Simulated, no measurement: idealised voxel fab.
Process module heading - voxel released beams
The cross-section shown here is cut; it is 220 nm wide and divided into square cells measuring 5 nm on a side.
We lay out every cross-section as a grid of square cells and spell it out in bands from the top down, where one band means one or more rows of cells. It is stipulated that each band's entry specify, in nanometres, the height of the top of the band and then that of its bottom, followed by the materials of the band in left-to-right sequence, each together with its width in nanometres. A single material marked by the word "full width" is understood to fill the band from edge to edge; the word "blank" is understood to denote empty space. Height 0 is the level under which the wafer as received is all one material. The lowest band goes on downwards, as in "0..down". It should be noted that a width expressed as "30 to 40" varies in equal increments from row to row of cells within the band, taking the value of the first number at the top row and that of the second number at the bottom row. For the purposes of this document, the phrase "remained the same" attached to a step denotes that no cell within the cross-section was modified by that step. Empty spaces without an open route to the top, at least 8 cells in extent, make up the entry "Encapsulated voids"; each is given as width x height at distance, where the distance is measured from the left edge, and all are in nm. It should be noted that, on the line of a given step, the content following the step's settings is a remark produced by the simulator itself with respect to that step. When a step includes a mask, the "overlay nm" setting on its line states how far to the right of its planned place that mask lay, and negative values state how far to the left.
-- The process steps that were planned are listed below
step 1: RECEIVE: material Si
step 2: CONFORMAL_DEP: material SiN, thk nm 5
step 3: DIRECTIONAL_DEP: material SiO2, thk nm 15
step 4: DIRECTIONAL_DEP: material aC, thk nm 15
step 5: PATTERN: tone open, mask id ANCHOR, material resist, width nm 30, thk nm 30, overlay nm 0
step 6: DIRECTIONAL_ETCH: etch materials aC, depth nm 15
step 7: STRIP: etch materials resist
step 8: DIRECTIONAL_ETCH: etch materials SiO2, depth nm 15
step 9: STRIP: etch materials aC
step 10: CONFORMAL_DEP: material W, thk nm 10
step 11: DIRECTIONAL_DEP: material aC, thk nm 10
step 12: PATTERN: tone cover, mask id BEAM, material resist, width nm 105, thk nm 25, overlay nm 0
step 13: DIRECTIONAL_ETCH: etch materials aC, depth nm 10
step 14: STRIP: etch materials resist
step 15: DIRECTIONAL_ETCH: etch materials W, depth nm 10
step 16: STRIP: etch materials aC
step 17: STRIP: etch materials SiO2
-- On the first of the two wafers: run conducted according to plan
-- Cross-section of the wafer at receipt, which is the condition after step 1
    0..down  Si full width
    Encapsulated voids: none
-- Once step 2 is through, the wafer looks like this in cross-section
    5..0  SiN full width
    Everything below 0 is unchanged.
-- Once step 3 is through, the wafer looks like this in cross-section
    20..5  SiO2 full width
    Everything below 5 is unchanged.
-- Once step 4 is through, the wafer looks like this in cross-section
    35..20  aC full width
    Everything below 20 is unchanged.
-- Once step 5 is through, the wafer looks like this in cross-section
    65..35  60 resist; 30 blank; 130 resist
    Everything below 35 is unchanged.
-- Once step 6 is through, the wafer looks like this in cross-section
    50..35  60 resist; 30 blank; 130 resist
    35..20  60 aC; 30 blank; 130 aC
    Everything below 20 is unchanged.
-- Once step 7 is through, the wafer looks like this in cross-section
    35..20  60 aC; 30 blank; 130 aC
    Everything below 20 is unchanged.
-- Once step 8 is through, the wafer looks like this in cross-section
    35..20  60 aC; 30 blank; 130 aC
    20..5  60 SiO2; 30 blank; 130 SiO2
    Everything below 5 is unchanged.
-- Once step 9 is through, the wafer looks like this in cross-section
    20..5  60 SiO2; 30 blank; 130 SiO2
    Everything below 5 is unchanged.
-- Once step 10 is through, the wafer looks like this in cross-section
    30..20  70 W; 10 blank; 140 W
    20..15  60 SiO2; 10 W; 10 blank; 10 W; 130 SiO2
    15..5  60 SiO2; 30 W; 130 SiO2
    Everything below 5 is unchanged.
-- Once step 11 is through, the wafer looks like this in cross-section
    40..30  70 aC; 10 blank; 140 aC
    30..25  70 W; 10 blank; 140 W
    25..20  70 W; 10 aC; 140 W
    20..15  60 SiO2; 10 W; 10 aC; 10 W; 130 SiO2
    Everything below 15 is unchanged.
-- Once step 12 is through, the wafer looks like this in cross-section
    65..40  55 blank; 105 resist; 60 blank
    40..30  70 aC; 10 resist; 140 aC
    30..25  70 W; 10 resist; 140 W
    Everything below 25 is unchanged.
-- Once step 13 is through, the wafer looks like this in cross-section
    55..40  55 blank; 105 resist; 60 blank
    40..30  55 blank; 15 aC; 10 resist; 80 aC; 60 blank
    Everything below 30 is unchanged.
-- Once step 14 is through, the wafer looks like this in cross-section
    40..30  55 blank; 15 aC; 10 blank; 80 aC; 60 blank
    30..25  70 W; 10 blank; 140 W
    Everything below 25 is unchanged.
-- Once step 15 is through, the wafer looks like this in cross-section
    40..30  55 blank; 15 aC; 10 blank; 80 aC; 60 blank
    30..25  55 blank; 15 W; 10 blank; 80 W; 60 blank
    25..20  55 blank; 15 W; 10 aC; 80 W; 60 blank
    Everything below 20 is unchanged.
-- Once step 16 is through, the wafer looks like this in cross-section
    30..20  55 blank; 15 W; 10 blank; 80 W; 60 blank
    20..15  60 SiO2; 10 W; 10 blank; 10 W; 130 SiO2
    Everything below 15 is unchanged.
-- Once step 17 is through, the wafer looks like this in cross-section
    30..20  55 blank; 15 W; 10 blank; 80 W; 60 blank
    20..15  60 blank; 10 W; 10 blank; 10 W; 130 blank
    15..5  60 blank; 30 W; 130 blank
    Everything below 5 is unchanged.
-- The second wafer: identical to the first at the outset and in its planned sequence, differing only in that one mistake was made during processing; up to and including step 11, its path is the first wafer's path
-- Second wafer, cross-section, planned end of step 12
    65..40  65 blank; 105 resist; 50 blank
    40..30  70 aC; 10 resist; 140 aC
    30..25  70 W; 10 resist; 140 W
    Everything below 25 is unchanged.
-- Second wafer, cross-section, planned end of step 13
    55..40  65 blank; 105 resist; 50 blank
    40..30  65 blank; 5 aC; 10 resist; 90 aC; 50 blank
    Everything below 30 is unchanged.
-- Second wafer, cross-section, planned end of step 14
    40..30  65 blank; 5 aC; 10 blank; 90 aC; 50 blank
    30..25  70 W; 10 blank; 140 W
    Everything below 25 is unchanged.
-- Second wafer, cross-section, planned end of step 15
    40..30  65 blank; 5 aC; 10 blank; 90 aC; 50 blank
    30..25  65 blank; 5 W; 10 blank; 90 W; 50 blank
    25..20  65 blank; 5 W; 10 aC; 90 W; 50 blank
    Everything below 20 is unchanged.
-- Second wafer, cross-section, planned end of step 16
    30..20  65 blank; 5 W; 10 blank; 90 W; 50 blank
    20..15  60 SiO2; 10 W; 10 blank; 10 W; 130 SiO2
    Everything below 15 is unchanged.
-- Second wafer, cross-section, planned end of step 17
    30..20  65 blank; 5 W; 10 blank; 90 W; 50 blank
    20..15  60 blank; 10 W; 10 blank; 10 W; 130 blank
    15..5  60 blank; 30 W; 130 blank
    Everything below 5 is unchanged.
Here's what went sideways: for step 12, the planned setting was not used; the step was instead run as PATTERN: tone cover, mask id BEAM, material resist, width nm 105, thk nm 25, overlay nm 10
Same inventory, different map: at the end, the second wafer holds as many cells of each material as the first, placed elsewhere.
